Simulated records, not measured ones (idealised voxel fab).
Process module, titled voxel spacer lines
Square cell edge 5 nm, section width 225 nm, ID cut.
Think of the cross-section as a grid of square cells. We describe it in bands, top to bottom, and each band covers one or more rows of those cells.
A band entry consists of two parts. The first gives the height of the band's top and the height of its bottom, in nm. The rest lists the band's materials from left to right, each with its width in nm. A single material labelled with the word "everywhere" fills the band from edge to edge, and the word "blank" marks empty space.
Height is counted from the level 0, under which the received wafer is composed throughout of one material. The lowest of the bands is not closed at the bottom but continues downward, in the notation "0 nm and below".
It should be noted that a width expressed as "30 to 40" varies in equal increments from row to row of cells within the band, taking the value of the first number at the top row and that of the second number at the bottom row.
No cell of the cross-section changed in a step that is given as "no modification".
"Fully sealed cavities" means: voids of 8 cells or more that are shut off from the top with no open way through. Written width x height at distance, distance from the left edge, in nm.
Heads up: the bit after the settings on a step's line is the simulator's remark on that step.
The line of a step may include "overlay nm". On a step with a mask, this value is how far to the right of its planned place the mask lay. A negative value means the mask lay to the left.

This section lists the process steps that were planned
1) RECEIVE with material Si
2) CONFORMAL_DEP with material Al2O3, thk nm 10
3) DIRECTIONAL_DEP with material TiN, thk nm 15
4) DIRECTIONAL_DEP with material polySi, thk nm 20
5) PATTERN with tone cover, mask id MANDREL, material resist, width nm 25, pitch nm 80, thk nm 30, overlay nm 0
6) DIRECTIONAL_ETCH with etch materials polySi, depth nm 20
7) STRIP with etch materials resist
8) CONFORMAL_DEP with material SiO2, thk nm 15
9) DIRECTIONAL_ETCH with etch materials SiO2, depth nm 15
10) STRIP with etch materials polySi
11) DIRECTIONAL_ETCH with etch materials TiN, depth nm 15
12) STRIP with etch materials SiO2
13) FILL_DEP with material lowk, thk nm 10
14) CMP with height nm 25

First wafer of two (run as planned)

Cross-sectional view of the wafer in its as-received condition, corresponding to the state after step 1
0 nm and below | Si everywhere
Fully sealed cavities: none

The wafer in cross-section once step 2 is complete
10 nm to 0 nm | Al2O3 everywhere
At heights below 0, the structure remains unaltered.

The wafer in cross-section once step 3 is complete
25 nm to 10 nm | TiN everywhere
At heights below 10, the structure remains unaltered.

The wafer in cross-section once step 4 is complete
45 nm to 25 nm | polySi everywhere
At heights below 25, the structure remains unaltered.

The wafer in cross-section once step 5 is complete
75 nm to 45 nm | 60 of blank | 25 of resist | 55 of blank | 25 of resist | 60 of blank
At heights below 45, the structure remains unaltered.

The wafer in cross-section once step 6 is complete
75 nm to 45 nm | 60 of blank | 25 of resist | 55 of blank | 25 of resist | 60 of blank
45 nm to 25 nm | 60 of blank | 25 of polySi | 55 of blank | 25 of polySi | 60 of blank
At heights below 25, the structure remains unaltered.

The wafer in cross-section once step 7 is complete
45 nm to 25 nm | 60 of blank | 25 of polySi | 55 of blank | 25 of polySi | 60 of blank
At heights below 25, the structure remains unaltered.

The wafer in cross-section once step 8 is complete
60 nm to 45 nm | 45 of blank | 55 of SiO2 | 25 of blank | 55 of SiO2 | 45 of blank
45 nm to 40 nm | 45 of blank | 15 of SiO2 | 25 of polySi | 15 of SiO2 | 25 of blank | 15 of SiO2 | 25 of polySi | 15 of SiO2 | 45 of blank
40 nm to 25 nm | 60 of SiO2 | 25 of polySi | 55 of SiO2 | 25 of polySi | 60 of SiO2
At heights below 25, the structure remains unaltered.

The wafer in cross-section once step 9 is complete
45 nm to 25 nm | 45 of blank | 15 of SiO2 | 25 of polySi | 15 of SiO2 | 25 of blank | 15 of SiO2 | 25 of polySi | 15 of SiO2 | 45 of blank
At heights below 25, the structure remains unaltered.

The wafer in cross-section once step 10 is complete
45 nm to 25 nm | 45 of blank | 15 of SiO2 | 25 of blank | 15 of SiO2 | 25 of blank | 15 of SiO2 | 25 of blank | 15 of SiO2 | 45 of blank
At heights below 25, the structure remains unaltered.

The wafer in cross-section once step 11 is complete
45 nm to 25 nm | 45 of blank | 15 of SiO2 | 25 of blank | 15 of SiO2 | 25 of blank | 15 of SiO2 | 25 of blank | 15 of SiO2 | 45 of blank
25 nm to 10 nm | 45 of blank | 15 of TiN | 25 of blank | 15 of TiN | 25 of blank | 15 of TiN | 25 of blank | 15 of TiN | 45 of blank
At heights below 10, the structure remains unaltered.

The wafer in cross-section once step 12 is complete
25 nm to 10 nm | 45 of blank | 15 of TiN | 25 of blank | 15 of TiN | 25 of blank | 15 of TiN | 25 of blank | 15 of TiN | 45 of blank
At heights below 10, the structure remains unaltered.

The wafer in cross-section once step 13 is complete
35 nm to 25 nm | lowk everywhere
25 nm to 10 nm | 45 of lowk | 15 of TiN | 25 of lowk | 15 of TiN | 25 of lowk | 15 of TiN | 25 of lowk | 15 of TiN | 45 of lowk
At heights below 10, the structure remains unaltered.

The wafer in cross-section once step 14 is complete
25 nm to 10 nm | 45 of lowk | 15 of TiN | 25 of lowk | 15 of TiN | 25 of lowk | 15 of TiN | 25 of lowk | 15 of TiN | 45 of lowk
At heights below 10, the structure remains unaltered.

Wafer two. Identical start, identical plan. One mistake in execution. Identical history through step 4

Second wafer profile in section, at the moment step 5 of the plan was meant to be complete
75 nm to 45 nm | 65 of blank | 20 of resist | 60 of blank | 20 of resist | 60 of blank
At heights below 45, the structure remains unaltered.

Second wafer profile in section, at the moment step 6 of the plan was meant to be complete
75 nm to 45 nm | 65 of blank | 20 of resist | 60 of blank | 20 of resist | 60 of blank
45 nm to 25 nm | 65 of blank | 20 of polySi | 60 of blank | 20 of polySi | 60 of blank
At heights below 25, the structure remains unaltered.

Second wafer profile in section, at the moment step 7 of the plan was meant to be complete
45 nm to 25 nm | 65 of blank | 20 of polySi | 60 of blank | 20 of polySi | 60 of blank
At heights below 25, the structure remains unaltered.

Second wafer profile in section, at the moment step 8 of the plan was meant to be complete
60 nm to 45 nm | 50 of blank | 50 of SiO2 | 30 of blank | 50 of SiO2 | 45 of blank
45 nm to 40 nm | 50 of blank | 15 of SiO2 | 20 of polySi | 15 of SiO2 | 30 of blank | 15 of SiO2 | 20 of polySi | 15 of SiO2 | 45 of blank
40 nm to 25 nm | 65 of SiO2 | 20 of polySi | 60 of SiO2 | 20 of polySi | 60 of SiO2
At heights below 25, the structure remains unaltered.

Second wafer profile in section, at the moment step 9 of the plan was meant to be complete
45 nm to 25 nm | 50 of blank | 15 of SiO2 | 20 of polySi | 15 of SiO2 | 30 of blank | 15 of SiO2 | 20 of polySi | 15 of SiO2 | 45 of blank
At heights below 25, the structure remains unaltered.

Second wafer profile in section, at the moment step 10 of the plan was meant to be complete
45 nm to 25 nm | 50 of blank | 15 of SiO2 | 20 of blank | 15 of SiO2 | 30 of blank | 15 of SiO2 | 20 of blank | 15 of SiO2 | 45 of blank
At heights below 25, the structure remains unaltered.

Second wafer profile in section, at the moment step 11 of the plan was meant to be complete
45 nm to 25 nm | 50 of blank | 15 of SiO2 | 20 of blank | 15 of SiO2 | 30 of blank | 15 of SiO2 | 20 of blank | 15 of SiO2 | 45 of blank
25 nm to 10 nm | 50 of blank | 15 of TiN | 20 of blank | 15 of TiN | 30 of blank | 15 of TiN | 20 of blank | 15 of TiN | 45 of blank
At heights below 10, the structure remains unaltered.

Second wafer profile in section, at the moment step 12 of the plan was meant to be complete
25 nm to 10 nm | 50 of blank | 15 of TiN | 20 of blank | 15 of TiN | 30 of blank | 15 of TiN | 20 of blank | 15 of TiN | 45 of blank
At heights below 10, the structure remains unaltered.

Second wafer profile in section, at the moment step 13 of the plan was meant to be complete
35 nm to 25 nm | lowk everywhere
25 nm to 10 nm | 50 of lowk | 15 of TiN | 20 of lowk | 15 of TiN | 30 of lowk | 15 of TiN | 20 of lowk | 15 of TiN | 45 of lowk
At heights below 10, the structure remains unaltered.

Second wafer profile in section, at the moment step 14 of the plan was meant to be complete
25 nm to 10 nm | 50 of lowk | 15 of TiN | 20 of lowk | 15 of TiN | 30 of lowk | 15 of TiN | 20 of lowk | 15 of TiN | 45 of lowk
At heights below 10, the structure remains unaltered.
So what did we get wrong on this run? so step 5 ended up running with a different setting than we planned, it ran as PATTERN with tone cover, mask id MANDREL, material resist, width nm 20, pitch nm 80, thk nm 30, overlay nm 0
If you tally the cells, the second wafer ends up with the same amount of every material as the first; it's all just sitting in different places.
